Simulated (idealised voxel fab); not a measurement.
process module | voxel fin reveal
cross-section cut | 170 nm wide | cells 5 nm
A cross-section is a grid of square cells, given in bands from the top down. A band is one or more rows of cells.
Each band's line starts with the height of the band's top and of its bottom, in nm. Then come its materials from left to right, each with its width in nm. One material with "throughout" fills the band from edge to edge. "air" is empty space.
Height 0 is the level under which the wafer as received is all one material. The lowest band goes on downwards, as in "0 down".
A width such as "30 to 40" changes by the same amount from each row of cells to the next, from the band's top row to its bottom row.
"no change" after a step means that no cell of the cross-section changed.
closed voids: empty space of 8 cells or more with no open way to the top, each as width x height at its distance from the left edge, in nm
after a step's settings: what the simulator itself notes on the step
overlay nm, on a step with a mask: how far to the right of its planned place the mask lay; to the left if negative
plan
1 op RECEIVE | material Si
2 op CONFORMAL_DEP | material SiN | thk nm 5
3 op PATTERN | tone cover | mask id FINS | material resist | width nm 15 | pitch nm 40 | thk nm 20 | overlay nm 0
4 op DIRECTIONAL_ETCH | etch materials SiN | depth nm 5
5 op DIRECTIONAL_ETCH | etch materials Si | depth nm 35
6 op STRIP | etch materials resist
7 op FILL_DEP | material SiO2 | thk nm 15
8 op CMP | height nm 5
9 op SELECTIVE_ETCH | etch materials SiO2 | depth nm 20
10 op STRIP | etch materials SiN
as received, after step 1
  0 down: Si throughout
  closed voids: none
a wafer at the end: this start, this plan, one mistake
  0 to -15: Si 55 | air 15 | Si 25 | air 15 | Si 60
  -15 to -35: Si 55 | SiO2 15 | Si 25 | SiO2 15 | Si 60
  -35 down: Si throughout
  closed voids: none
what went wrong: step 3 ran as: op PATTERN | tone open | mask id FINS | material resist | width nm 15 | pitch nm 40 | thk nm 20 | overlay nm 0
